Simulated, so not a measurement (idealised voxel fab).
The document below concerns the process module designated voxel self aligned contacts.
Square cells of 5 nm make up the cross-section cut, whose width is 150 nm.
This document writes a cross-section as a grid whose cells are square, and gives it as bands, listed from the top down; one or more rows of cells form a band. Within each band entry, the heights of the top and of the bottom of the band appear first, in that order and in nm; the materials of the band then follow from left to right, each with its corresponding width in nm. The designation "full width" on a single material indicates that it fills the band from edge to edge; the designation "empty" indicates empty space. We count height from 0. Below that, the starting wafer is all one material. The lowest band never ends at the bottom but goes on down; see "0..down" for how that is written. A width such as "30->40" changes by the same amount from each row of cells to the next, from the band's top row to its bottom row. The designation "remained unchanged", where it is given for a processing step, indicates that no cell of the cross-section was altered in the course of that step. The entry titled "Entrapped voids" provides the empty spaces that have no open way to the top, restricted to those of 8 cells or more. Each is presented as width x height at distance, the distance being measured from the left edge, with all three in nm. What comes after the settings on a step's line is commentary from the simulator itself on that step. If you see "overlay nm" on a step's line and that step has a mask, it's telling you how far right of where it was planned the mask ended up; a negative number means it went left instead.

Process steps - plan
1. RECEIVE,material Si
2. CONFORMAL_DEP,material SiO2,thk nm 5
3. DIRECTIONAL_DEP,material polySi,thk nm 30
4. DIRECTIONAL_DEP,material SiN,thk nm 20
5. MASKED_ETCH,tone cover,mask id GATE,width nm 30,pitch nm 60,etch materials SiN,depth nm 20,overlay nm 0
6. MASKED_ETCH,tone cover,mask id GATE,width nm 30,pitch nm 60,etch materials polySi,depth nm 30,overlay nm 0
7. CONFORMAL_DEP,material SiN,thk nm 5
8. DIRECTIONAL_ETCH,etch materials SiN,depth nm 5
9. FILL_DEP,material SiO2,thk nm 20
10. CMP,height nm 65
11. DIRECTIONAL_DEP,material aC,thk nm 15
12. PATTERN,tone open,mask id CONTACT,material resist,width nm 40,thk nm 30,overlay nm -15
13. DIRECTIONAL_ETCH,etch materials aC,depth nm 15
14. STRIP,etch materials resist
15. DIRECTIONAL_ETCH,etch materials SiO2,depth nm 65
16. STRIP,etch materials aC
17. CONFORMAL_DEP,material TiN,thk nm 5
18. FILL_DEP,material W,thk nm 5
19. CMP,height nm 65
20. CONFORMAL_DEP,material SiN,thk nm 5
It is noted that the wafers described herein are identical at the outset and are distinguished by the overlay nm of step 12; the value stated in the plan corresponds to the first wafer.

Cross-section of the first of several received wafers, showing its state after step 1
	0..down  Si full width
	Entrapped voids: none

First wafer at the end, after step 20
	70..65  SiN full width
	65..55  SiO2: 40 / TiN: 5->30 / W: 30->5 / TiN: 5 / SiO2: 70
	55..35  SiO2: 25 / SiN: 40 / TiN: 5 / W: 5 / TiN: 5 / SiO2: 5 / SiN: 40 / SiO2: 25
	35..5  SiO2: 25 / SiN: 5 / polySi: 30 / SiN: 5 / TiN: 5 / W: 5 / TiN: 5 / SiO2: 5 / SiN: 5 / polySi: 30 / SiN: 5 / SiO2: 25
	5..0  SiO2: 65 / TiN: 15 / SiO2: 70
	0..down  Si full width
	Entrapped voids: none

Last wafer of the set, cross-sectioned at end of module
	70..65  SiN full width
	65..55  SiO2: 70 / TiN: 5 / W: 30->5 / TiN: 5->30 / SiO2: 40
	55..35  SiO2: 25 / SiN: 40 / SiO2: 5 / TiN: 5 / W: 5 / TiN: 5 / SiN: 40 / SiO2: 25
	35..5  SiO2: 25 / SiN: 5 / polySi: 30 / SiN: 5 / SiO2: 5 / TiN: 5 / W: 5 / TiN: 5 / SiN: 5 / polySi: 30 / SiN: 5 / SiO2: 25
	5..0  SiO2: 70 / TiN: 15 / SiO2: 65
	0..down  Si full width
	Entrapped voids: none

Row per wafer, end-of-module: cell gain (+)/loss (-) by material since the wafer came in, then closed voids
overlay nm -15 | +118 SiN | +181 SiO2 | +32 TiN | +17 W | +72 polySi | Entrapped voids: none
overlay nm -10 | +118 SiN | +170 SiO2 | +32 TiN | +28 W | +72 polySi | Entrapped voids: none
overlay nm -5 | +118 SiN | +170 SiO2 | +32 TiN | +28 W | +72 polySi | Entrapped voids: none
overlay nm 0 | +118 SiN | +170 SiO2 | +32 TiN | +28 W | +72 polySi | Entrapped voids: none
overlay nm 5 | +118 SiN | +170 SiO2 | +32 TiN | +28 W | +72 polySi | Entrapped voids: none
overlay nm 10 | +118 SiN | +170 SiO2 | +32 TiN | +28 W | +72 polySi | Entrapped voids: none
overlay nm 15 | +118 SiN | +181 SiO2 | +32 TiN | +17 W | +72 polySi | Entrapped voids: none
